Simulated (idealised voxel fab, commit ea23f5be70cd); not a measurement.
This section sets out a process module, namely voxel ribs on slabs.
The cross-section on display is named cut; it measures 250 nm wide, and its cells are 5 nm squares.
Bands, listed from the top down, are how a cross-section gets written in this document; the cross-section itself is a grid of square cells, and a band is one or more rows of them. Band: top height; bottom height; in nm. Then, left to right: material with width in nm, for each material. "full width": a single material spanning edge to edge. "empty": empty space. Measure heights from 0. That's the level where, below it, the as-received wafer is all one material. The lowest band is bottomless and extends downward; write it as in "top 0, no bottom". Quick explanation for "30..40": the width changes in equal steps down the rows of cells, from the first number in the band's top row to the second number in its bottom row. "left unchanged" means the step left every cell of the cross-section as it was. Reported under the label "Trapped void list" are the empty spaces having no open way to the top and comprising 8 cells or more; the notation for each is width x height at distance, in which the distance is measured from the left edge and all three values are in nm. Text after the settings on a step's line: the simulator's own remark on that step. The "overlay nm" setting may appear on a step's line; for a step that uses a mask, it gives how far to the right of its planned position the mask lay, and a negative value indicates the left.
Below is the list of planned process steps:
| 1 | RECEIVE, material Si |
| 2 | DIRECTIONAL_DEP, material SiO2, thk nm 20 |
| 3 | DIRECTIONAL_DEP, material polySi, thk nm 15 |
| 4 | DIRECTIONAL_DEP, material aC, thk nm 15 |
| 5 | PATTERN, tone cover, mask id RIB, material resist, width nm 25, thk nm 35, overlay nm 0 |
| 6 | DIRECTIONAL_ETCH, etch materials aC, depth nm 15 |
| 7 | STRIP, etch materials resist |
| 8 | DIRECTIONAL_ETCH, etch materials polySi, depth nm 10 |
| 9 | STRIP, etch materials aC |
| 10 | PATTERN, tone cover, mask id SLAB, material resist, width nm 75, thk nm 20, overlay nm 0 |
| 11 | DIRECTIONAL_ETCH, etch materials polySi, depth nm 5 |
| 12 | STRIP, etch materials resist |
| 13 | FILL_DEP, material SiO2, thk nm 15 |
| 14 | CMP, height nm 45 |
| 15 | DIRECTIONAL_DEP, material W, thk nm 10 |
| 16 | MASKED_ETCH, tone cover, mask id HEATER, width nm 35, etch materials W, depth nm 10, overlay nm 0 |
| 17 | CONFORMAL_DEP, material SiN, thk nm 5 |
Wafer, first of two, run as planned:
Cross-section of the wafer at receipt, which is the condition after step 1:
top 0, no bottom  Si full width
Trapped void list: none
The following cross-section depicts the wafer upon completion of step 2:
top 20, bottom 0  SiO2 full width
Below 0, no change.
The following cross-section depicts the wafer upon completion of step 3:
top 35, bottom 20  polySi full width
Below 20, no change.
The following cross-section depicts the wafer upon completion of step 4:
top 50, bottom 35  aC full width
Below 35, no change.
The following cross-section depicts the wafer upon completion of step 5:
top 85, bottom 50  empty=110 / resist=25 / empty=115
Below 50, no change.
The following cross-section depicts the wafer upon completion of step 6:
top 70, bottom 50  empty=110 / resist=25 / empty=115
top 50, bottom 35  empty=110 / aC=25 / empty=115
Below 35, no change.
The following cross-section depicts the wafer upon completion of step 7:
top 50, bottom 35  empty=110 / aC=25 / empty=115
Below 35, no change.
The following cross-section depicts the wafer upon completion of step 8:
top 50, bottom 35  empty=110 / aC=25 / empty=115
top 35, bottom 25  empty=110 / polySi=25 / empty=115
Below 25, no change.
The following cross-section depicts the wafer upon completion of step 9:
top 35, bottom 25  empty=110 / polySi=25 / empty=115
Below 25, no change.
The following cross-section depicts the wafer upon completion of step 10:
top 55, bottom 35  empty=85 / resist=75 / empty=90
top 35, bottom 25  empty=85 / resist=25 / polySi=25 / resist=25 / empty=90
Below 25, no change.
The following cross-section depicts the wafer upon completion of step 11:
top 55, bottom 35  empty=85 / resist=75 / empty=90
top 35, bottom 25  empty=85 / resist=25 / polySi=25 / resist=25 / empty=90
top 25, bottom 20  empty=85 / polySi=75 / empty=90
Below 20, no change.
The following cross-section depicts the wafer upon completion of step 12:
top 35, bottom 25  empty=110 / polySi=25 / empty=115
Below 25, no change.
The following cross-section depicts the wafer upon completion of step 13:
top 50, bottom 35  SiO2 full width
top 35, bottom 25  SiO2=110 / polySi=25 / SiO2=115
top 25, bottom 20  SiO2=85 / polySi=75 / SiO2=90
Below 20, no change.
The following cross-section depicts the wafer upon completion of step 14:
top 45, bottom 35  SiO2 full width
Below 35, no change.
The following cross-section depicts the wafer upon completion of step 15:
top 55, bottom 45  W full width
Below 45, no change.
The following cross-section depicts the wafer upon completion of step 16:
top 55, bottom 45  empty=105 / W=35 / empty=110
Below 45, no change.
The following cross-section depicts the wafer upon completion of step 17:
top 60, bottom 55  empty=100 / SiN=45 / empty=105
top 55, bottom 50  empty=100 / SiN=5 / W=35 / SiN=5 / empty=105
top 50, bottom 45  SiN=105 / W=35 / SiN=110
Below 45, no change.
It is to be noted that the second wafer proceeded from the same initial state and according to the same plan as the first, although one mistake was committed in its execution; through step 4, inclusive, the two wafers share an identical history:
At the planned end of step 5, the second wafer in cross-section:
top 85, bottom 50  empty=105 / resist=35 / empty=110
Below 50, no change.
At the planned end of step 6, the second wafer in cross-section:
top 70, bottom 50  empty=105 / resist=35 / empty=110
top 50, bottom 35  empty=105 / aC=35 / empty=110
Below 35, no change.
At the planned end of step 7, the second wafer in cross-section:
top 50, bottom 35  empty=105 / aC=35 / empty=110
Below 35, no change.
At the planned end of step 8, the second wafer in cross-section:
top 50, bottom 35  empty=105 / aC=35 / empty=110
top 35, bottom 25  empty=105 / polySi=35 / empty=110
Below 25, no change.
At the planned end of step 9, the second wafer in cross-section:
top 35, bottom 25  empty=105 / polySi=35 / empty=110
Below 25, no change.
At the planned end of step 10, the second wafer in cross-section:
top 55, bottom 35  empty=85 / resist=75 / empty=90
top 35, bottom 25  empty=85 / resist=20 / polySi=35 / resist=20 / empty=90
Below 25, no change.
At the planned end of step 11, the second wafer in cross-section:
top 55, bottom 35  empty=85 / resist=75 / empty=90
top 35, bottom 25  empty=85 / resist=20 / polySi=35 / resist=20 / empty=90
top 25, bottom 20  empty=85 / polySi=75 / empty=90
Below 20, no change.
At the planned end of step 12, the second wafer in cross-section:
top 35, bottom 25  empty=105 / polySi=35 / empty=110
Below 25, no change.
At the planned end of step 13, the second wafer in cross-section:
top 50, bottom 35  SiO2 full width
top 35, bottom 25  SiO2=105 / polySi=35 / SiO2=110
top 25, bottom 20  SiO2=85 / polySi=75 / SiO2=90
Below 20, no change.
At the planned end of step 14, the second wafer in cross-section:
top 45, bottom 35  SiO2 full width
Below 35, no change.
At the planned end of step 15, the second wafer in cross-section:
top 55, bottom 45  W full width
Below 45, no change.
At the planned end of step 16, the second wafer in cross-section:
top 55, bottom 45  empty=105 / W=35 / empty=110
Below 45, no change.
At the planned end of step 17, the second wafer in cross-section:
top 60, bottom 55  empty=100 / SiN=45 / empty=105
top 55, bottom 50  empty=100 / SiN=5 / W=35 / SiN=5 / empty=105
top 50, bottom 45  SiN=105 / W=35 / SiN=110
Below 45, no change.
What was done differently from what was planned? planned and actual differ for step 5; actual: PATTERN, tone cover, mask id RIB, material resist, width nm 35, thk nm 35, overlay nm 0
Final comparison by cell count, materials where the second wafer has more or fewer than the first: 4 fewer of SiO2 | 4 more of polySi
